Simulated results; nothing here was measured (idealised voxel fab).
process module | voxel plated lines
It is cross-section cut that appears here, measuring 290 nm in width, its square cells being 5 nm in size.
Notation: cross-section as square-cell grid; stated in bands, top first, going down; one or more cell rows per band. Read a band's entry like this: the first values are the height of its top and the height of its bottom in nm, and what follows is the sequence of materials from left to right, each with its width in nm. Note that "air" is empty space, and that a single material marked "full width" reaches across the band from edge to edge. Basically, 0 is our baseline, since under it the wafer straight out of the box is all one material. The bottom band has no lower end and keeps on going down, so it looks like "0 down". So if you see something like "30->40" for the width, read it as the top row of the band sitting at the first number and the bottom row at the second, with every row in between moving by the same amount as the last. The cross-section has no changed cell in any step marked "remained unchanged". If an empty space has no open way to the top and is at least 8 cells in size, "Trapped cavities" lists it, written width x height at distance, where distance is measured from the left edge and every value is in nm. Read whatever lies past the settings on a step's line as the simulator's own remark about the step. The line of a step may include "overlay nm". On a step with a mask, this value is how far to the right of its planned place the mask lay. A negative value means the mask lay to the left.
List of planned process steps:
1. RECEIVE with material Si
2. CONFORMAL_DEP with material Al2O3, thk nm 10
3. DIRECTIONAL_DEP with material TiN, thk nm 5
4. PATTERN with tone open, mask id LINES, material resist, width nm 30, pitch nm 60, thk nm 40, overlay nm 0
5. EPI with material Ru, thk nm 5
6. EPI with material Ru, thk nm 5
7. EPI with material Ru, thk nm 5
8. STRIP with etch materials resist
9. DIRECTIONAL_ETCH with etch materials TiN, depth nm 5
10. CONFORMAL_DEP with material SiO2, thk nm 5
First of the two wafers, run per plan:
Cross-section of the wafer upon arrival, representing the state reached after step 1:
- 0 down = Si full width
- Trapped cavities: none
How the wafer stands in section after step 2:
- 10 to 0 = Al2O3 full width
- Beneath the level 0, the cross-section is identical to its previous state.
How the wafer stands in section after step 3:
- 15 to 10 = TiN full width
- Beneath the level 10, the cross-section is identical to its previous state.
How the wafer stands in section after step 4:
- 55 to 15 = resist 100 nm; air 30 nm; resist 30 nm; air 30 nm; resist 100 nm
- Beneath the level 15, the cross-section is identical to its previous state.
How the wafer stands in section after step 5:
- 55 to 20 = resist 100 nm; air 30 nm; resist 30 nm; air 30 nm; resist 100 nm
- 20 to 15 = resist 100 nm; Ru 30 nm; resist 30 nm; Ru 30 nm; resist 100 nm
- Beneath the level 15, the cross-section is identical to its previous state.
How the wafer stands in section after step 6:
- 55 to 25 = resist 100 nm; air 30 nm; resist 30 nm; air 30 nm; resist 100 nm
- 25 to 15 = resist 100 nm; Ru 30 nm; resist 30 nm; Ru 30 nm; resist 100 nm
- Beneath the level 15, the cross-section is identical to its previous state.
How the wafer stands in section after step 7:
- 55 to 30 = resist 100 nm; air 30 nm; resist 30 nm; air 30 nm; resist 100 nm
- 30 to 15 = resist 100 nm; Ru 30 nm; resist 30 nm; Ru 30 nm; resist 100 nm
- Beneath the level 15, the cross-section is identical to its previous state.
How the wafer stands in section after step 8:
- 30 to 15 = air 100 nm; Ru 30 nm; air 30 nm; Ru 30 nm; air 100 nm
- Beneath the level 15, the cross-section is identical to its previous state.
How the wafer stands in section after step 9:
- 30 to 15 = air 100 nm; Ru 30 nm; air 30 nm; Ru 30 nm; air 100 nm
- 15 to 10 = air 100 nm; TiN 30 nm; air 30 nm; TiN 30 nm; air 100 nm
- Beneath the level 10, the cross-section is identical to its previous state.
How the wafer stands in section after step 10:
- 35 to 30 = air 95 nm; SiO2 40 nm; air 20 nm; SiO2 40 nm; air 95 nm
- 30 to 15 = air 95 nm; SiO2 5 nm; Ru 30 nm; SiO2 5 nm; air 20 nm; SiO2 5 nm; Ru 30 nm; SiO2 5 nm; air 95 nm
- 15 to 10 = SiO2 100 nm; TiN 30 nm; SiO2 30 nm; TiN 30 nm; SiO2 100 nm
- Beneath the level 10, the cross-section is identical to its previous state.
Companion wafer, the second of two: same beginning, same intended sequence, one mistake in carrying it out; through step 3 inclusive it tracks the first exactly:
Cross-section of the second wafer at the time step 4 of the plan should have ended:
- 55 to 15 = resist 90 nm; air 30 nm; resist 30 nm; air 30 nm; resist 110 nm
- Beneath the level 15, the cross-section is identical to its previous state.
Cross-section of the second wafer at the time step 5 of the plan should have ended:
- 55 to 20 = resist 90 nm; air 30 nm; resist 30 nm; air 30 nm; resist 110 nm
- 20 to 15 = resist 90 nm; Ru 30 nm; resist 30 nm; Ru 30 nm; resist 110 nm
- Beneath the level 15, the cross-section is identical to its previous state.
Cross-section of the second wafer at the time step 6 of the plan should have ended:
- 55 to 25 = resist 90 nm; air 30 nm; resist 30 nm; air 30 nm; resist 110 nm
- 25 to 15 = resist 90 nm; Ru 30 nm; resist 30 nm; Ru 30 nm; resist 110 nm
- Beneath the level 15, the cross-section is identical to its previous state.
Cross-section of the second wafer at the time step 7 of the plan should have ended:
- 55 to 30 = resist 90 nm; air 30 nm; resist 30 nm; air 30 nm; resist 110 nm
- 30 to 15 = resist 90 nm; Ru 30 nm; resist 30 nm; Ru 30 nm; resist 110 nm
- Beneath the level 15, the cross-section is identical to its previous state.
Cross-section of the second wafer at the time step 8 of the plan should have ended:
- 30 to 15 = air 90 nm; Ru 30 nm; air 30 nm; Ru 30 nm; air 110 nm
- Beneath the level 15, the cross-section is identical to its previous state.
Cross-section of the second wafer at the time step 9 of the plan should have ended:
- 30 to 15 = air 90 nm; Ru 30 nm; air 30 nm; Ru 30 nm; air 110 nm
- 15 to 10 = air 90 nm; TiN 30 nm; air 30 nm; TiN 30 nm; air 110 nm
- Beneath the level 10, the cross-section is identical to its previous state.
Cross-section of the second wafer at the time step 10 of the plan should have ended:
- 35 to 30 = air 85 nm; SiO2 40 nm; air 20 nm; SiO2 40 nm; air 105 nm
- 30 to 15 = air 85 nm; SiO2 5 nm; Ru 30 nm; SiO2 5 nm; air 20 nm; SiO2 5 nm; Ru 30 nm; SiO2 5 nm; air 105 nm
- 15 to 10 = SiO2 90 nm; TiN 30 nm; SiO2 30 nm; TiN 30 nm; SiO2 110 nm
- Beneath the level 10, the cross-section is identical to its previous state.
Where did the run depart from the plan? note that step 4 departed from the planned setting and was carried out as PATTERN with tone open, mask id LINES, material resist, width nm 30, pitch nm 60, thk nm 40, overlay nm -10
If you tally the cells, the second wafer ends up with the same amount of every material as the first; it's all just sitting in different places.
